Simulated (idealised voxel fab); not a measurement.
The following process module bears the name voxel capacitor over wiring.
The width of the displayed cross-section, cut, is 200 nm; its cells are square, with a size of 5 nm.
In this document a cross-section is written as a grid of square cells. It is given as a series of bands, listed from the top down, and a band is one or more rows of cells. Quick guide to a band line: top height, bottom height (nm) up front; then every material left to right with its width in nm. Only one material and it's marked "all across"? Then it fills the band edge to edge. And "empty" just means empty space. It should be noted that heights are counted from 0, beneath which the wafer as supplied is of one material throughout, and that the lowest band possesses no lower boundary but continues downward, as written in "top 0, no bottom". The two numbers in a width such as "30..40" mark its ends across the band: the first belongs to the top row of cells, the second to the bottom row, and from each row to the next the width moves by the same amount. A step reported as "no modification" is a step in which no cell of the cross-section changed. Empty spaces without an open route to the top, at least 8 cells in extent, make up the entry "Internal closed voids"; each is given as width x height at distance, where the distance is measured from the left edge, and all are in nm. What comes after the settings on a step's line is commentary from the simulator itself on that step. The "overlay nm" setting may appear on a step's line; for a step that uses a mask, it gives how far to the right of its planned position the mask lay, and a negative value indicates the left. If you're wondering how to read the rest of this, here's the deal. It's pairs of cross-sections: one from before a process step, one from after it. The after one is only drawn as far down as the lowest band that changed. Right under each pair you'll see which step sits between them and what its settings were. Don't read the pairs as one continuous story, though. They can come from different runs of this module on the same starting wafer, and a pair only carries on from the one above it where its entry headed "Incoming structure" says so.

INCOMING STRUCTURE
  top 0, no bottom | Si all across
  Internal closed voids: none

POST-STEP SNAPSHOT
  top 15, bottom 0 | SiO2 all across
  Under the height 0 nothing was changed.
  Internal closed voids: none
Step between the cross-sections above: CONFORMAL_DEP with material SiO2, thk nm 15

Incoming structure: as shown after the step in the preceding pair, directly above.

POST-STEP SNAPSHOT
  top 20, bottom 15 | TiN all across
  Under the height 15 nothing was changed.
  Internal closed voids: none
Step between the cross-sections above: DIRECTIONAL_DEP with material TiN, thk nm 5

Incoming structure: as shown after the step in the preceding pair, directly above.

POST-STEP SNAPSHOT
  top 35, bottom 20 | Ru all across
  Under the height 20 nothing was changed.
  Internal closed voids: none
Step between the cross-sections above: DIRECTIONAL_DEP with material Ru, thk nm 15

Incoming structure: as shown after the step in the preceding pair, directly above.

POST-STEP SNAPSHOT
  top 50, bottom 35 | empty=45, then resist=25, then empty=60, then resist=25, then empty=45
  Under the height 35 nothing was changed.
  Internal closed voids: none
Step between the cross-sections above: PATTERN with tone cover, mask id METAL_1, material resist, width nm 25, pitch nm 85, thk nm 15, overlay nm 0

Incoming structure: as shown after the step in the preceding pair, directly above.

POST-STEP SNAPSHOT
  top 50, bottom 35 | empty=45, then resist=25, then empty=60, then resist=25, then empty=45
  top 35, bottom 20 | empty=45, then Ru=25, then empty=60, then Ru=25, then empty=45
  Under the height 20 nothing was changed.
  Internal closed voids: none
Step between the cross-sections above: DIRECTIONAL_ETCH with etch materials Ru, depth nm 15

Incoming structure: as shown after the step in the preceding pair, directly above.

POST-STEP SNAPSHOT
  top 50, bottom 35 | empty=45, then resist=25, then empty=60, then resist=25, then empty=45
  top 35, bottom 20 | empty=45, then Ru=25, then empty=60, then Ru=25, then empty=45
  top 20, bottom 15 | empty=45, then TiN=25, then empty=60, then TiN=25, then empty=45
  Under the height 15 nothing was changed.
  Internal closed voids: none
Step between the cross-sections above: DIRECTIONAL_ETCH with etch materials TiN, depth nm 5

Incoming structure: as shown after the step in the preceding pair, directly above.

POST-STEP SNAPSHOT
  top 35, bottom 20 | empty=45, then Ru=25, then empty=60, then Ru=25, then empty=45
  Under the height 20 nothing was changed.
  Internal closed voids: none
Step between the cross-sections above: STRIP with etch materials resist

Incoming structure: as shown after the step in the preceding pair, directly above.

POST-STEP SNAPSHOT
  top 40, bottom 35 | lowk all across
  top 35, bottom 20 | lowk=45, then Ru=25, then lowk=60, then Ru=25, then lowk=45
  top 20, bottom 15 | lowk=45, then TiN=25, then lowk=60, then TiN=25, then lowk=45
  Under the height 15 nothing was changed.
  Internal closed voids: none
Step between the cross-sections above: FILL_DEP with material lowk, thk nm 5

Incoming structure: as shown after the step in the preceding pair, directly above.

POST-STEP SNAPSHOT
  top 35, bottom 20 | lowk=45, then Ru=25, then lowk=60, then Ru=25, then lowk=45
  Under the height 20 nothing was changed.
  Internal closed voids: none
Step between the cross-sections above: CMP with height nm 35

Incoming structure: as shown after the step in the preceding pair, directly above.

POST-STEP SNAPSHOT
  top 40, bottom 35 | SiCN all across
  Under the height 35 nothing was changed.
  Internal closed voids: none
Step between the cross-sections above: CONFORMAL_DEP with material SiCN, thk nm 5

Incoming structure: as shown after the step in the preceding pair, directly above.

POST-STEP SNAPSHOT
  top 50, bottom 40 | SiO2 all across
  Under the height 40 nothing was changed.
  Internal closed voids: none
Step between the cross-sections above: DIRECTIONAL_DEP with material SiO2, thk nm 10

Incoming structure: as shown after the step in the preceding pair, directly above.

POST-STEP SNAPSHOT
  top 50, bottom 40 | SiO2=55, then empty=15, then SiO2=130
  Under the height 40 nothing was changed.
  Internal closed voids: none
Step between the cross-sections above: MASKED_ETCH with tone open, mask id PLUG_1, width nm 15, etch materials SiO2, depth nm 10, overlay nm 0

Incoming structure: as shown after the step in the preceding pair, directly above.

POST-STEP SNAPSHOT
  top 50, bottom 40 | SiO2=55, then empty=15, then SiO2=130
  top 40, bottom 35 | SiCN=55, then empty=15, then SiCN=130
  Under the height 35 nothing was changed.
  Internal closed voids: none
Step between the cross-sections above: MASKED_ETCH with tone open, mask id PLUG_1, width nm 15, etch materials SiCN, depth nm 5, overlay nm 0

Incoming structure: as shown after the step in the preceding pair, directly above.

POST-STEP SNAPSHOT
  top 55, bottom 50 | TiN=60, then empty=5, then TiN=135
  top 50, bottom 40 | SiO2=55, then TiN=5, then empty=5, then TiN=5, then SiO2=130
  top 40, bottom 35 | SiCN=55, then TiN=15, then SiCN=130
  Under the height 35 nothing was changed.
  Internal closed voids: none
Step between the cross-sections above: CONFORMAL_DEP with material TiN, thk nm 5

Incoming structure: as shown after the step in the preceding pair, directly above.

POST-STEP SNAPSHOT
  top 60, bottom 55 | W all across
  top 55, bottom 50 | TiN=60, then W=5, then TiN=135
  top 50, bottom 40 | SiO2=55, then TiN=5, then W=5, then TiN=5, then SiO2=130
  Under the height 40 nothing was changed.
  Internal closed voids: none
Step between the cross-sections above: FILL_DEP with material W, thk nm 5

Incoming structure: as shown after the step in the preceding pair, directly above.

POST-STEP SNAPSHOT
  top 50, bottom 40 | SiO2=55, then TiN=5, then W=5, then TiN=5, then SiO2=130
  Under the height 40 nothing was changed.
  Internal closed voids: none
Step between the cross-sections above: CMP with height nm 50

Incoming structure: as shown after the step in the preceding pair, directly above.

POST-STEP SNAPSHOT
  top 60, bottom 50 | TiN all across
  Under the height 50 nothing was changed.
  Internal closed voids: none
Step between the cross-sections above: DIRECTIONAL_DEP with material TiN, thk nm 10

Incoming structure: as shown after the step in the preceding pair, directly above.

POST-STEP SNAPSHOT
  top 65, bottom 60 | HfO2 all across
  Under the height 60 nothing was changed.
  Internal closed voids: none
Step between the cross-sections above: DIRECTIONAL_DEP with material HfO2, thk nm 5

Incoming structure: as shown after the step in the preceding pair, directly above.

POST-STEP SNAPSHOT
  top 70, bottom 65 | TiN all across
  Under the height 65 nothing was changed.
  Internal closed voids: none
Step between the cross-sections above: DIRECTIONAL_DEP with material TiN, thk nm 5

Incoming structure: as shown after the step in the preceding pair, directly above.

POST-STEP SNAPSHOT
  top 80, bottom 70 | aC all across
  Under the height 70 nothing was changed.
  Internal closed voids: none
Step between the cross-sections above: DIRECTIONAL_DEP with material aC, thk nm 10

Incoming structure: as shown after the step in the preceding pair, directly above.

POST-STEP SNAPSHOT
  top 110, bottom 80 | empty=55, then resist=65, then empty=80
  Under the height 80 nothing was changed.
  Internal closed voids: none
Step between the cross-sections above: PATTERN with tone cover, mask id UPPER_PLATE, material resist, width nm 65, thk nm 30, overlay nm 0

Incoming structure: as shown after the step in the preceding pair, directly above.

POST-STEP SNAPSHOT
  top 100, bottom 80 | empty=55, then resist=65, then empty=80
  top 80, bottom 70 | empty=55, then aC=65, then empty=80
  Under the height 70 nothing was changed.
  Internal closed voids: none
Step between the cross-sections above: DIRECTIONAL_ETCH with etch materials aC, depth nm 10

Incoming structure: as shown after the step in the preceding pair, directly above.

POST-STEP SNAPSHOT
  top 80, bottom 70 | empty=55, then aC=65, then empty=80
  Under the height 70 nothing was changed.
  Internal closed voids: none
Step between the cross-sections above: STRIP with etch materials resist

Incoming structure: as shown after the step in the preceding pair, directly above.

POST-STEP SNAPSHOT
  top 80, bottom 70 | empty=55, then aC=65, then empty=80
  top 70, bottom 65 | empty=55, then TiN=65, then empty=80
  Under the height 65 nothing was changed.
  Internal closed voids: none
Step between the cross-sections above: DIRECTIONAL_ETCH with etch materials TiN, depth nm 5

Incoming structure: as shown after the step in the preceding pair, directly above.

POST-STEP SNAPSHOT
  top 80, bottom 70 | empty=55, then aC=65, then empty=80
  top 70, bottom 65 | empty=55, then TiN=65, then empty=80
  top 65, bottom 60 | empty=55, then HfO2=65, then empty=80
  Under the height 60 nothing was changed.
  Internal closed voids: none
Step between the cross-sections above: DIRECTIONAL_ETCH with etch materials HfO2, depth nm 5

Incoming structure: as shown after the step in the preceding pair, directly above.

POST-STEP SNAPSHOT
  top 70, bottom 65 | empty=55, then TiN=65, then empty=80
  Under the height 65 nothing was changed.
  Internal closed voids: none
Step between the cross-sections above: STRIP with etch materials aC

Incoming structure: as shown after the step in the preceding pair, directly above.

POST-STEP SNAPSHOT
  top 70, bottom 65 | empty=55, then TiN=65, then empty=80
  top 65, bottom 60 | empty=55, then HfO2=65, then empty=80
  top 60, bottom 50 | empty=50, then TiN=75, then empty=75
  Under the height 50 nothing was changed.
  Internal closed voids: none
Step between the cross-sections above: MASKED_ETCH with tone cover, mask id LOWER_PLATE, width nm 75, etch materials TiN, depth nm 10, overlay nm 0

Incoming structure: as shown after the step in the preceding pair, directly above.

POST-STEP SNAPSHOT
  top 90, bottom 70 | SiO2 all across
  top 70, bottom 65 | SiO2=55, then TiN=65, then SiO2=80
  top 65, bottom 60 | SiO2=55, then HfO2=65, then SiO2=80
  top 60, bottom 50 | SiO2=50, then TiN=75, then SiO2=75
  Under the height 50 nothing was changed.
  Internal closed voids: none
Step between the cross-sections above: FILL_DEP with material SiO2, thk nm 20

Incoming structure: as shown after the step in the preceding pair, directly above.

POST-STEP SNAPSHOT
  top 85, bottom 70 | SiO2 all across
  Under the height 70 nothing was changed.
  Internal closed voids: none
Step between the cross-sections above: CMP with height nm 85

Incoming structure: as shown after the step in the preceding pair, directly above.

POST-STEP SNAPSHOT
  top 85, bottom 70 | SiO2=65, then empty=15, then SiO2=120
  Under the height 70 nothing was changed.
  Internal closed voids: none
Step between the cross-sections above: MASKED_ETCH with tone open, mask id PLUG_2, width nm 15, etch materials SiO2, depth nm 15, overlay nm 0

Incoming structure: as shown after the step in the preceding pair, directly above.

POST-STEP SNAPSHOT
  top 90, bottom 85 | TiN=70, then empty=5, then TiN=125
  top 85, bottom 75 | SiO2=65, then TiN=5, then empty=5, then TiN=5, then SiO2=120
  top 75, bottom 65 | SiO2=65..55, then TiN=15..65, then SiO2=120..80
  Under the height 65 nothing was changed.
  Internal closed voids: none
Step between the cross-sections above: CONFORMAL_DEP with material TiN, thk nm 5

Incoming structure: as shown after the step in the preceding pair, directly above.

POST-STEP SNAPSHOT
  top 95, bottom 90 | Cu all across
  top 90, bottom 85 | TiN=70, then Cu=5, then TiN=125
  top 85, bottom 75 | SiO2=65, then TiN=5, then Cu=5, then TiN=5, then SiO2=120
  Under the height 75 nothing was changed.
  Internal closed voids: none
Step between the cross-sections above: FILL_DEP with material Cu, thk nm 5

Incoming structure: as shown after the step in the preceding pair, directly above.

POST-STEP SNAPSHOT
  top 85, bottom 75 | SiO2=65, then TiN=5, then Cu=5, then TiN=5, then SiO2=120
  Under the height 75 nothing was changed.
  Internal closed voids: none
Step between the cross-sections above: CMP with height nm 85

Incoming structure: as shown after the step in the preceding pair, directly above.

POST-STEP SNAPSHOT
  top 90, bottom 85 | SiN all across
  Under the height 85 nothing was changed.
  Internal closed voids: none
Step between the cross-sections above: CONFORMAL_DEP with material SiN, thk nm 5

INCOMING STRUCTURE
  top 65, bottom 60 | HfO2 all across
  top 60, bottom 50 | TiN all across
  top 50, bottom 40 | SiO2=55, then TiN=5, then W=5, then TiN=5, then SiO2=130
  top 40, bottom 35 | SiCN=55, then TiN=15, then SiCN=130
  top 35, bottom 20 | lowk=45, then Ru=25, then lowk=60, then Ru=25, then lowk=45
  top 20, bottom 15 | lowk=45, then TiN=25, then lowk=60, then TiN=25, then lowk=45
  top 15, bottom 0 | SiO2 all across
  top 0, no bottom | Si all across
  Internal closed voids: none

POST-STEP SNAPSHOT
  top 75, bottom 65 | aC all across
  Under the height 65 nothing was changed.
  Internal closed voids: none
Step between the cross-sections above: DIRECTIONAL_DEP with material aC, thk nm 10

Incoming structure: as shown after the step in the preceding pair, directly above.

POST-STEP SNAPSHOT
  top 105, bottom 75 | empty=55, then resist=65, then empty=80
  Under the height 75 nothing was changed.
  Internal closed voids: none
Step between the cross-sections above: PATTERN with tone cover, mask id UPPER_PLATE, material resist, width nm 65, thk nm 30, overlay nm 0

Incoming structure: as shown after the step in the preceding pair, directly above.

POST-STEP SNAPSHOT
  top 95, bottom 75 | empty=55, then resist=65, then empty=80
  top 75, bottom 65 | empty=55, then aC=65, then empty=80
  Under the height 65 nothing was changed.
  Internal closed voids: none
Step between the cross-sections above: DIRECTIONAL_ETCH with etch materials aC, depth nm 10

Incoming structure: as shown after the step in the preceding pair, directly above.

POST-STEP SNAPSHOT
  top 75, bottom 65 | empty=55, then aC=65, then empty=80
  Under the height 65 nothing was changed.
  Internal closed voids: none
Step between the cross-sections above: STRIP with etch materials resist

Incoming structure: as shown after the step in the preceding pair, directly above.

POST-STEP SNAPSHOT
  top 75, bottom 65 | empty=55, then aC=65, then empty=80
  top 65, bottom 60 | empty=55, then HfO2=65, then empty=80
  Under the height 60 nothing was changed.
  Internal closed voids: none
Step between the cross-sections above: DIRECTIONAL_ETCH with etch materials HfO2, depth nm 5

Incoming structure: as shown after the step in the preceding pair, directly above.

POST-STEP SNAPSHOT
  top 65, bottom 60 | empty=55, then HfO2=65, then empty=80
  Under the height 60 nothing was changed.
  Internal closed voids: none
Step between the cross-sections above: STRIP with etch materials aC

Incoming structure: as shown after the step in the preceding pair, directly above.

POST-STEP SNAPSHOT
  top 65, bottom 60 | empty=55, then HfO2=65, then empty=80
  top 60, bottom 50 | empty=50, then TiN=75, then empty=75
  Under the height 50 nothing was changed.
  Internal closed voids: none
Step between the cross-sections above: MASKED_ETCH with tone cover, mask id LOWER_PLATE, width nm 75, etch materials TiN, depth nm 10, overlay nm 0

Incoming structure: as shown after the step in the preceding pair, directly above.

POST-STEP SNAPSHOT
  top 85, bottom 65 | SiO2 all across
  top 65, bottom 60 | SiO2=55, then HfO2=65, then SiO2=80
  top 60, bottom 50 | SiO2=50, then TiN=75, then SiO2=75
  Under the height 50 nothing was changed.
  Internal closed voids: none
Step between the cross-sections above: FILL_DEP with material SiO2, thk nm 20

Incoming structure: as shown after the step in the preceding pair, directly above.

POST-STEP SNAPSHOT
  top 85, bottom 70 | SiO2=65, then empty=15, then SiO2=120
  Under the height 70 nothing was changed.
  Internal closed voids: none
Step between the cross-sections above: MASKED_ETCH with tone open, mask id PLUG_2, width nm 15, etch materials SiO2, depth nm 15, overlay nm 0

Incoming structure: as shown after the step in the preceding pair, directly above.

POST-STEP SNAPSHOT
  top 90, bottom 85 | TiN=70, then empty=5, then TiN=125
  top 85, bottom 75 | SiO2=65, then TiN=5, then empty=5, then TiN=5, then SiO2=120
  top 75, bottom 70 | SiO2=65, then TiN=15, then SiO2=120
  Under the height 70 nothing was changed.
  Internal closed voids: none
Step between the cross-sections above: CONFORMAL_DEP with material TiN, thk nm 5

Incoming structure: as shown after the step in the preceding pair, directly above.

POST-STEP SNAPSHOT
  top 95, bottom 90 | Cu all across
  top 90, bottom 85 | TiN=70, then Cu=5, then TiN=125
  top 85, bottom 75 | SiO2=65, then TiN=5, then Cu=5, then TiN=5, then SiO2=120
  Under the height 75 nothing was changed.
  Internal closed voids: none
Step between the cross-sections above: FILL_DEP with material Cu, thk nm 5

Incoming structure: as shown after the step in the preceding pair, directly above.

POST-STEP SNAPSHOT
  top 85, bottom 75 | SiO2=65, then TiN=5, then Cu=5, then TiN=5, then SiO2=120
  Under the height 75 nothing was changed.
  Internal closed voids: none
Step between the cross-sections above: CMP with height nm 85

Incoming structure: as shown after the step in the preceding pair, directly above.

POST-STEP SNAPSHOT
  top 90, bottom 85 | SiN all across
  Under the height 85 nothing was changed.
  Internal closed voids: none
Step between the cross-sections above: CONFORMAL_DEP with material SiN, thk nm 5

INCOMING STRUCTURE
  top 15, bottom 0 | SiO2 all across
  top 0, no bottom | Si all across
  Internal closed voids: none

POST-STEP SNAPSHOT
  top 30, bottom 0 | SiO2 all across
  Under the height 0 nothing was changed.
  Internal closed voids: none
Step between the cross-sections above: CONFORMAL_DEP with material SiO2, thk nm 15

Incoming structure: as shown after the step in the preceding pair, directly above.

POST-STEP SNAPSHOT
  top 35, bottom 30 | TiN all across
  Under the height 30 nothing was changed.
  Internal closed voids: none
Step between the cross-sections above: DIRECTIONAL_DEP with material TiN, thk nm 5

Incoming structure: as shown after the step in the preceding pair, directly above.

POST-STEP SNAPSHOT
  top 50, bottom 35 | Ru all across
  Under the height 35 nothing was changed.
  Internal closed voids: none
Step between the cross-sections above: DIRECTIONAL_DEP with material Ru, thk nm 15

Incoming structure: as shown after the step in the preceding pair, directly above.

POST-STEP SNAPSHOT
  top 65, bottom 50 | empty=45, then resist=25, then empty=60, then resist=25, then empty=45
  Under the height 50 nothing was changed.
  Internal closed voids: none
Step between the cross-sections above: PATTERN with tone cover, mask id METAL_1, material resist, width nm 25, pitch nm 85, thk nm 15, overlay nm 0

Incoming structure: as shown after the step in the preceding pair, directly above.

POST-STEP SNAPSHOT
  top 65, bottom 50 | empty=45, then resist=25, then empty=60, then resist=25, then empty=45
  top 50, bottom 35 | empty=45, then Ru=25, then empty=60, then Ru=25, then empty=45
  Under the height 35 nothing was changed.
  Internal closed voids: none
Step between the cross-sections above: DIRECTIONAL_ETCH with etch materials Ru, depth nm 15

Incoming structure: as shown after the step in the preceding pair, directly above.

POST-STEP SNAPSHOT
  top 65, bottom 50 | empty=45, then resist=25, then empty=60, then resist=25, then empty=45
  top 50, bottom 35 | empty=45, then Ru=25, then empty=60, then Ru=25, then empty=45
  top 35, bottom 30 | empty=45, then TiN=25, then empty=60, then TiN=25, then empty=45
  Under the height 30 nothing was changed.
  Internal closed voids: none
Step between the cross-sections above: DIRECTIONAL_ETCH with etch materials TiN, depth nm 5

Incoming structure: as shown after the step in the preceding pair, directly above.

POST-STEP SNAPSHOT
  top 50, bottom 35 | empty=45, then Ru=25, then empty=60, then Ru=25, then empty=45
  Under the height 35 nothing was changed.
  Internal closed voids: none
Step between the cross-sections above: STRIP with etch materials resist

Incoming structure: as shown after the step in the preceding pair, directly above.

POST-STEP SNAPSHOT
  top 55, bottom 50 | lowk all across
  top 50, bottom 35 | lowk=45, then Ru=25, then lowk=60, then Ru=25, then lowk=45
  top 35, bottom 30 | lowk=45, then TiN=25, then lowk=60, then TiN=25, then lowk=45
  Under the height 30 nothing was changed.
  Internal closed voids: none
Step between the cross-sections above: FILL_DEP with material lowk, thk nm 5

Incoming structure: as shown after the step in the preceding pair, directly above.

POST-STEP SNAPSHOT
  top 35, bottom 30 | lowk=45, then TiN=25, then lowk=60, then TiN=25, then lowk=45
  Under the height 30 nothing was changed.
  Internal closed voids: none
Step between the cross-sections above: CMP with height nm 35

Incoming structure: as shown after the step in the preceding pair, directly above.

POST-STEP SNAPSHOT
  top 40, bottom 35 | SiCN all across
  Under the height 35 nothing was changed.
  Internal closed voids: none
Step between the cross-sections above: CONFORMAL_DEP with material SiCN, thk nm 5

Incoming structure: as shown after the step in the preceding pair, directly above.

POST-STEP SNAPSHOT
  top 50, bottom 40 | SiO2 all across
  Under the height 40 nothing was changed.
  Internal closed voids: none
Step between the cross-sections above: DIRECTIONAL_DEP with material SiO2, thk nm 10

Incoming structure: as shown after the step in the preceding pair, directly above.

POST-STEP SNAPSHOT
  top 50, bottom 40 | SiO2=55, then empty=15, then SiO2=130
  Under the height 40 nothing was changed.
  Internal closed voids: none
Step between the cross-sections above: MASKED_ETCH with tone open, mask id PLUG_1, width nm 15, etch materials SiO2, depth nm 10, overlay nm 0

Incoming structure: as shown after the step in the preceding pair, directly above.

POST-STEP SNAPSHOT
  top 50, bottom 40 | SiO2=55, then empty=15, then SiO2=130
  top 40, bottom 35 | SiCN=55, then empty=15, then SiCN=130
  Under the height 35 nothing was changed.
  Internal closed voids: none
Step between the cross-sections above: MASKED_ETCH with tone open, mask id PLUG_1, width nm 15, etch materials SiCN, depth nm 5, overlay nm 0

Incoming structure: as shown after the step in the preceding pair, directly above.

POST-STEP SNAPSHOT
  top 55, bottom 50 | TiN=60, then empty=5, then TiN=135
  top 50, bottom 40 | SiO2=55, then TiN=5, then empty=5, then TiN=5, then SiO2=130
  top 40, bottom 35 | SiCN=55, then TiN=15, then SiCN=130
  Under the height 35 nothing was changed.
  Internal closed voids: none
Step between the cross-sections above: CONFORMAL_DEP with material TiN, thk nm 5

Incoming structure: as shown after the step in the preceding pair, directly above.

POST-STEP SNAPSHOT
  top 60, bottom 55 | W all across
  top 55, bottom 50 | TiN=60, then W=5, then TiN=135
  top 50, bottom 40 | SiO2=55, then TiN=5, then W=5, then TiN=5, then SiO2=130
  Under the height 40 nothing was changed.
  Internal closed voids: none
Step between the cross-sections above: FILL_DEP with material W, thk nm 5

Incoming structure: as shown after the step in the preceding pair, directly above.

POST-STEP SNAPSHOT
  top 50, bottom 40 | SiO2=55, then TiN=5, then W=5, then TiN=5, then SiO2=130
  Under the height 40 nothing was changed.
  Internal closed voids: none
Step between the cross-sections above: CMP with height nm 50

Incoming structure: as shown after the step in the preceding pair, directly above.

POST-STEP SNAPSHOT
  top 60, bottom 50 | TiN all across
  Under the height 50 nothing was changed.
  Internal closed voids: none
Step between the cross-sections above: DIRECTIONAL_DEP with material TiN, thk nm 10

Incoming structure: as shown after the step in the preceding pair, directly above.

POST-STEP SNAPSHOT
  top 65, bottom 60 | HfO2 all across
  Under the height 60 nothing was changed.
  Internal closed voids: none
Step between the cross-sections above: DIRECTIONAL_DEP with material HfO2, thk nm 5

Incoming structure: as shown after the step in the preceding pair, directly above.

POST-STEP SNAPSHOT
  top 70, bottom 65 | TiN all across
  Under the height 65 nothing was changed.
  Internal closed voids: none
Step between the cross-sections above: DIRECTIONAL_DEP with material TiN, thk nm 5

Incoming structure: as shown after the step in the preceding pair, directly above.

POST-STEP SNAPSHOT
  top 80, bottom 70 | aC all across
  Under the height 70 nothing was changed.
  Internal closed voids: none
Step between the cross-sections above: DIRECTIONAL_DEP with material aC, thk nm 10

Incoming structure: as shown after the step in the preceding pair, directly above.

POST-STEP SNAPSHOT
  top 110, bottom 80 | empty=55, then resist=65, then empty=80
  Under the height 80 nothing was changed.
  Internal closed voids: none
Step between the cross-sections above: PATTERN with tone cover, mask id UPPER_PLATE, material resist, width nm 65, thk nm 30, overlay nm 0

Incoming structure: as shown after the step in the preceding pair, directly above.

POST-STEP SNAPSHOT
  top 100, bottom 80 | empty=55, then resist=65, then empty=80
  top 80, bottom 70 | empty=55, then aC=65, then empty=80
  Under the height 70 nothing was changed.
  Internal closed voids: none
Step between the cross-sections above: DIRECTIONAL_ETCH with etch materials aC, depth nm 10

Incoming structure: as shown after the step in the preceding pair, directly above.

POST-STEP SNAPSHOT
  top 80, bottom 70 | empty=55, then aC=65, then empty=80
  Under the height 70 nothing was changed.
  Internal closed voids: none
Step between the cross-sections above: STRIP with etch materials resist

Incoming structure: as shown after the step in the preceding pair, directly above.

POST-STEP SNAPSHOT
  top 80, bottom 70 | empty=55, then aC=65, then empty=80
  top 70, bottom 65 | empty=55, then TiN=65, then empty=80
  Under the height 65 nothing was changed.
  Internal closed voids: none
Step between the cross-sections above: DIRECTIONAL_ETCH with etch materials TiN, depth nm 5

Incoming structure: as shown after the step in the preceding pair, directly above.

POST-STEP SNAPSHOT
  top 80, bottom 70 | empty=55, then aC=65, then empty=80
  top 70, bottom 65 | empty=55, then TiN=65, then empty=80
  top 65, bottom 60 | empty=55, then HfO2=65, then empty=80
  Under the height 60 nothing was changed.
  Internal closed voids: none
Step between the cross-sections above: DIRECTIONAL_ETCH with etch materials HfO2, depth nm 5

Incoming structure: as shown after the step in the preceding pair, directly above.

POST-STEP SNAPSHOT
  top 70, bottom 65 | empty=55, then TiN=65, then empty=80
  Under the height 65 nothing was changed.
  Internal closed voids: none
Step between the cross-sections above: STRIP with etch materials aC

Incoming structure: as shown after the step in the preceding pair, directly above.

POST-STEP SNAPSHOT
  top 70, bottom 65 | empty=55, then TiN=65, then empty=80
  top 65, bottom 60 | empty=55, then HfO2=65, then empty=80
  top 60, bottom 50 | empty=50, then TiN=75, then empty=75
  Under the height 50 nothing was changed.
  Internal closed voids: none
Step between the cross-sections above: MASKED_ETCH with tone cover, mask id LOWER_PLATE, width nm 75, etch materials TiN, depth nm 10, overlay nm 0

Incoming structure: as shown after the step in the preceding pair, directly above.

POST-STEP SNAPSHOT
  top 90, bottom 70 | SiO2 all across
  top 70, bottom 65 | SiO2=55, then TiN=65, then SiO2=80
  top 65, bottom 60 | SiO2=55, then HfO2=65, then SiO2=80
  top 60, bottom 50 | SiO2=50, then TiN=75, then SiO2=75
  Under the height 50 nothing was changed.
  Internal closed voids: none
Step between the cross-sections above: FILL_DEP with material SiO2, thk nm 20

Incoming structure: as shown after the step in the preceding pair, directly above.

POST-STEP SNAPSHOT
  top 85, bottom 70 | SiO2 all across
  Under the height 70 nothing was changed.
  Internal closed voids: none
Step between the cross-sections above: CMP with height nm 85

Incoming structure: as shown after the step in the preceding pair, directly above.

POST-STEP SNAPSHOT
  top 85, bottom 70 | SiO2=65, then empty=15, then SiO2=120
  Under the height 70 nothing was changed.
  Internal closed voids: none
Step between the cross-sections above: MASKED_ETCH with tone open, mask id PLUG_2, width nm 15, etch materials SiO2, depth nm 15, overlay nm 0

Incoming structure: as shown after the step in the preceding pair, directly above.

POST-STEP SNAPSHOT
  top 90, bottom 85 | TiN=70, then empty=5, then TiN=125
  top 85, bottom 75 | SiO2=65, then TiN=5, then empty=5, then TiN=5, then SiO2=120
  top 75, bottom 65 | SiO2=65..55, then TiN=15..65, then SiO2=120..80
  Under the height 65 nothing was changed.
  Internal closed voids: none
Step between the cross-sections above: CONFORMAL_DEP with material TiN, thk nm 5

Incoming structure: as shown after the step in the preceding pair, directly above.

POST-STEP SNAPSHOT
  top 95, bottom 90 | Cu all across
  top 90, bottom 85 | TiN=70, then Cu=5, then TiN=125
  top 85, bottom 75 | SiO2=65, then TiN=5, then Cu=5, then TiN=5, then SiO2=120
  Under the height 75 nothing was changed.
  Internal closed voids: none
Step between the cross-sections above: FILL_DEP with material Cu, thk nm 5

Incoming structure: as shown after the step in the preceding pair, directly above.

POST-STEP SNAPSHOT
  top 85, bottom 75 | SiO2=65, then TiN=5, then Cu=5, then TiN=5, then SiO2=120
  Under the height 75 nothing was changed.
  Internal closed voids: none
Step between the cross-sections above: CMP with height nm 85

Incoming structure: as shown after the step in the preceding pair, directly above.

POST-STEP SNAPSHOT
  top 90, bottom 85 | SiN all across
  Under the height 85 nothing was changed.
  Internal closed voids: none
Step between the cross-sections above: CONFORMAL_DEP with material SiN, thk nm 5

INCOMING STRUCTURE
  top 50, bottom 40 | SiO2=55, then TiN=5, then W=5, then TiN=5, then SiO2=130
  top 40, bottom 35 | SiCN=55, then TiN=15, then SiCN=130
  top 35, bottom 20 | lowk=45, then Ru=25, then lowk=60, then Ru=25, then lowk=45
  top 20, bottom 15 | lowk=45, then TiN=25, then lowk=60, then TiN=25, then lowk=45
  top 15, bottom 0 | SiO2 all across
  top 0, no bottom | Si all across
  Internal closed voids: none

POST-STEP SNAPSHOT
  top 55, bottom 50 | HfO2 all across
  Under the height 50 nothing was changed.
  Internal closed voids: none
Step between the cross-sections above: DIRECTIONAL_DEP with material HfO2, thk nm 5

Incoming structure: as shown after the step in the preceding pair, directly above.

POST-STEP SNAPSHOT
  top 65, bottom 55 | TiN all across
  Under the height 55 nothing was changed.
  Internal closed voids: none
Step between the cross-sections above: DIRECTIONAL_DEP with material TiN, thk nm 10

Incoming structure: as shown after the step in the preceding pair, directly above.

POST-STEP SNAPSHOT
  top 70, bottom 55 | TiN all across
  Under the height 55 nothing was changed.
  Internal closed voids: none
Step between the cross-sections above: DIRECTIONAL_DEP with material TiN, thk nm 5

Incoming structure: as shown after the step in the preceding pair, directly above.

POST-STEP SNAPSHOT
  top 80, bottom 70 | aC all across
  Under the height 70 nothing was changed.
  Internal closed voids: none
Step between the cross-sections above: DIRECTIONAL_DEP with material aC, thk nm 10

Incoming structure: as shown after the step in the preceding pair, directly above.

POST-STEP SNAPSHOT
  top 110, bottom 80 | empty=55, then resist=65, then empty=80
  Under the height 80 nothing was changed.
  Internal closed voids: none
Step between the cross-sections above: PATTERN with tone cover, mask id UPPER_PLATE, material resist, width nm 65, thk nm 30, overlay nm 0

Incoming structure: as shown after the step in the preceding pair, directly above.

POST-STEP SNAPSHOT
  top 100, bottom 80 | empty=55, then resist=65, then empty=80
  top 80, bottom 70 | empty=55, then aC=65, then empty=80
  Under the height 70 nothing was changed.
  Internal closed voids: none
Step between the cross-sections above: DIRECTIONAL_ETCH with etch materials aC, depth nm 10

Incoming structure: as shown after the step in the preceding pair, directly above.

POST-STEP SNAPSHOT
  top 80, bottom 70 | empty=55, then aC=65, then empty=80
  Under the height 70 nothing was changed.
  Internal closed voids: none
Step between the cross-sections above: STRIP with etch materials resist

Incoming structure: as shown after the step in the preceding pair, directly above.

POST-STEP SNAPSHOT
  top 80, bottom 70 | empty=55, then aC=65, then empty=80
  top 70, bottom 65 | empty=55, then TiN=65, then empty=80
  Under the height 65 nothing was changed.
  Internal closed voids: none
Step between the cross-sections above: DIRECTIONAL_ETCH with etch materials TiN, depth nm 5
